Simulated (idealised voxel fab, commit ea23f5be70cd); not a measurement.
Proc. module: voxel spacer lines
The figure presents cross-section cut, which has a width of 200 nm and is divided into square cells with an edge length of 5 nm.
The cross-sections in this document take the form of a grid made of square cells. They are written out as bands, in order from top to bottom. Each band consists of one or more rows of cells. Heights first: top, then bottom, in nm. Then materials, left to right, each with a width in nm. "all across" on a single material: fills the band edge to edge. "air": empty space. Zero point of the height axis is 0; under it, received wafer = one material. Lowest band: continues down indefinitely, "0..down". A width given as "30..40" starts at the first number in the band's top row and ends at the second number in its bottom row, shifting by an equal amount at every step from row to row. "nothing changed", as given for a step, is the statement that not any cell of the cross-section underwent a change during that step. "Voids lacking openings": empty spaces of 8 cells or more with no open way to the top, each given as width x height at distance, distance from the left edge, all in nm. Past the settings on a step's line: simulator remark, on that step. When a step includes a mask, the "overlay nm" setting on its line states how far to the right of its planned place that mask lay, and negative values state how far to the left.
Listed below are the process steps as planned
1 RECEIVE | material Si
2 CONFORMAL_DEP | material Al2O3 | thk nm 5
3 DIRECTIONAL_DEP | material TiN | thk nm 20
4 DIRECTIONAL_DEP | material polySi | thk nm 20
5 PATTERN | tone cover | mask id MANDREL | material resist | width nm 20 | pitch nm 70 | thk nm 25 | overlay nm 0
6 DIRECTIONAL_ETCH | etch materials polySi | depth nm 20
7 STRIP | etch materials resist
8 CONFORMAL_DEP | material SiO2 | thk nm 15
9 DIRECTIONAL_ETCH | etch materials SiO2 | depth nm 15
10 STRIP | etch materials polySi
11 DIRECTIONAL_ETCH | etch materials TiN | depth nm 20
12 STRIP | etch materials SiO2
Cross-section: wafer on arrival = after step 1
- 0..down  Si all across
- Voids lacking openings: none
Here's the wafer cut in cross-section after the module, started and planned just like above, except one thing was done wrong in the run
- 25..5  30 air / 15 TiN / 20 air / 15 TiN / 20 air / 15 TiN / 20 air / 15 TiN / 50 air
- 5..0  Al2O3 all across
- 0..down  Si all across
- Voids lacking openings: none
Error vs. plan: so step 5 ended up running with a different setting than we planned, it ran as PATTERN | tone cover | mask id MANDREL | material resist | width nm 20 | pitch nm 70 | thk nm 25 | overlay nm -10
